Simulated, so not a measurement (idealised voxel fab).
Process module in this document: voxel wiring stack
Cross-section cut: width 220 nm, square cells of 5 nm.
We lay out every cross-section as a grid of square cells and spell it out in bands from the top down, where one band means one or more rows of cells.
Within each band entry, the heights of the top and of the bottom of the band appear first, in that order and in nm; the materials of the band then follow from left to right, each with its corresponding width in nm. The designation "everywhere" on a single material indicates that it fills the band from edge to edge; the designation "air" indicates empty space.
Convention: height 0 is the level below which the wafer, as received, is all one material. The lowest band does not terminate at the bottom but continues downward, represented as "0 nm and below".
With a width like "30..40", each row of cells in the band differs from the next by the same amount, the top row carrying the first number and the bottom row the second.
"no change" (step): cross-section cells unchanged, all of them.
The entry titled "Trapped cavities" provides the empty spaces that have no open way to the top, restricted to those of 8 cells or more. Each is presented as width x height at distance, the distance being measured from the left edge, with all three in nm.
On a step's line, text after the settings is the simulator commenting on that step.
overlay nm: step with mask; distance mask lay right of planned place; negative value = left of planned place.
## Planned process steps
1. op RECEIVE | material Si
2. op CONFORMAL_DEP | material SiO2 | thk nm 15
3. op CONFORMAL_DEP | material SiCN | thk nm 5
4. op DIRECTIONAL_DEP | material lowk | thk nm 15
5. op PATTERN | tone open | mask id METAL_1 | material resist | width nm 25 | pitch nm 45 | thk nm 15 | overlay nm 0
6. op DIRECTIONAL_ETCH | etch materials lowk | depth nm 15
7. op DIRECTIONAL_ETCH | etch materials SiCN | depth nm 5
8. op STRIP | etch materials resist
9. op CONFORMAL_DEP | material TiN | thk nm 5
10. op FILL_DEP | material Cu | thk nm 10
11. op CMP | height nm 35
12. op EPI | material Ru | thk nm 5
13. op FILL_DEP | material SiCN | thk nm 5
14. op DIRECTIONAL_DEP | material lowk | thk nm 20
15. op PATTERN | tone open | mask id PLUG_1 | material resist | width nm 15 | thk nm 20 | overlay nm 0
16. op DIRECTIONAL_ETCH | etch materials lowk | depth nm 20
17. op DIRECTIONAL_ETCH | etch materials SiCN | depth nm 5
18. op STRIP | etch materials resist
19. op CONFORMAL_DEP | material TiN | thk nm 5
20. op FILL_DEP | material Cu | thk nm 10
21. op CMP | height nm 65
22. op CONFORMAL_DEP | material SiCN | thk nm 5
23. op DIRECTIONAL_DEP | material lowk | thk nm 20
24. op PATTERN | tone open | mask id METAL_2 | material resist | width nm 25 | pitch nm 45 | thk nm 15 | overlay nm 0
25. op DIRECTIONAL_ETCH | etch materials lowk | depth nm 20
26. op DIRECTIONAL_ETCH | etch materials SiCN | depth nm 5
27. op STRIP | etch materials resist
28. op CONFORMAL_DEP | material TiN | thk nm 5
29. op FILL_DEP | material Cu | thk nm 5
30. op CMP | height nm 90
31. op EPI | material Ru | thk nm 5
32. op FILL_DEP | material SiCN | thk nm 5
33. op DIRECTIONAL_DEP | material SiO2 | thk nm 30
34. op PATTERN | tone open | mask id METAL_3_HOLES | material resist | width nm 15 | thk nm 20 | overlay nm 0
35. op DIRECTIONAL_ETCH | etch materials SiO2 | depth nm 30
36. op STRIP | etch materials resist
37. op PATTERN | tone open | mask id METAL_3 | material resist | width nm 25 | pitch nm 45 | thk nm 20 | overlay nm 0
38. op DIRECTIONAL_ETCH | etch materials SiO2 | depth nm 15
39. op DIRECTIONAL_ETCH | etch materials SiCN | depth nm 5
40. op STRIP | etch materials resist
41. op CONFORMAL_DEP | material TiN | thk nm 5
42. op FILL_DEP | material Cu | thk nm 10
43. op CMP | height nm 130
44. op CONFORMAL_DEP | material SiCN | thk nm 5
45. op DIRECTIONAL_DEP | material lowk | thk nm 30
46. op PATTERN | tone open | mask id METAL_4 | material resist | width nm 25 | pitch nm 45 | thk nm 15 | overlay nm 0
47. op DIRECTIONAL_ETCH | etch materials lowk | depth nm 15
48. op STRIP | etch materials resist
49. op PATTERN | tone open | mask id METAL_4_HOLES | material resist | width nm 15 | pitch nm 45 | thk nm 15 | overlay nm 0
50. op DIRECTIONAL_ETCH | etch materials lowk | depth nm 15
51. op DIRECTIONAL_ETCH | etch materials SiCN | depth nm 5
52. op STRIP | etch materials resist
53. op CONFORMAL_DEP | material TiN | thk nm 5
54. op FILL_DEP | material Cu | thk nm 5
55. op CMP | height nm 165
56. op CONFORMAL_DEP | material SiCN | thk nm 5
## As-received wafer cross-section (after step 1)
  0 nm and below: Si everywhere
  Trapped cavities: none
## Post-module cross-section: identical start and plan to those above, one misstep in execution
  170 nm to 165 nm: SiCN everywhere
  165 nm to 155 nm: 75 of lowk; 5 of TiN; 15 of Cu; 5 of TiN; 20 of lowk; 5 of TiN; 15 of Cu; 5 of TiN; 75 of lowk
  155 nm to 150 nm: 75 of lowk; 5 of TiN; 5 of Cu; 15 of TiN; 20 of lowk; 5 of TiN; 5 of Cu; 15 of TiN; 75 of lowk
  150 nm to 140 nm: 75 of lowk; 5 of TiN; 5 of Cu; 5 of TiN; 30 of lowk; 5 of TiN; 5 of Cu; 5 of TiN; 85 of lowk
  140 nm to 135 nm: 75 of lowk; 15 of TiN; 30 of lowk; 15 of TiN; 85 of lowk
  135 nm to 130 nm: SiO2 everywhere
  130 nm to 120 nm: 75 of SiO2; 5 of TiN; 15 of Cu; 5 of TiN; 20 of SiO2; 5 of TiN; 15 of Cu; 5 of TiN; 75 of SiO2
  120 nm to 115 nm: 75 of SiO2; 5 of TiN; 5 of Cu; 15 of TiN; 20 of SiO2; 25 of TiN; 75 of SiO2
  115 nm to 100 nm: 75 of SiO2; 5 of TiN; 5 of Cu; 5 of TiN; 130 of SiO2
  100 nm to 95 nm: 75 of SiCN; 15 of TiN; 130 of SiCN
  95 nm to 90 nm: 70 of SiCN; 35 of Ru; 10 of SiCN; 35 of Ru; 70 of SiCN
  90 nm to 70 nm: 75 of lowk; 5 of TiN; 15 of Cu; 5 of TiN; 20 of lowk; 5 of TiN; 15 of Cu; 5 of TiN; 75 of lowk
  70 nm to 65 nm: 75 of SiCN; 25 of TiN; 20 of SiCN; 25 of TiN; 75 of SiCN
  65 nm to 45 nm: 75 of lowk; 5 of TiN; 5 of Cu; 5 of TiN; 130 of lowk
  45 nm to 40 nm: 75 of SiCN; 15 of TiN; 130 of SiCN
  40 nm to 35 nm: 70 of SiCN; 35 of Ru; 10 of SiCN; 35 of Ru; 70 of SiCN
  35 nm to 20 nm: 75 of lowk; 5 of TiN; 15 of Cu; 5 of TiN; 20 of lowk; 5 of TiN; 15 of Cu; 5 of TiN; 75 of lowk
  20 nm to 15 nm: 75 of SiCN; 25 of TiN; 20 of SiCN; 25 of TiN; 75 of SiCN
  15 nm to 0 nm: SiO2 everywhere
  0 nm and below: Si everywhere
  Trapped cavities: none
Here's what went sideways: step 44 was processed under conditions differing from the plan, specifically as op CONFORMAL_DEP | material SiO2 | thk nm 5
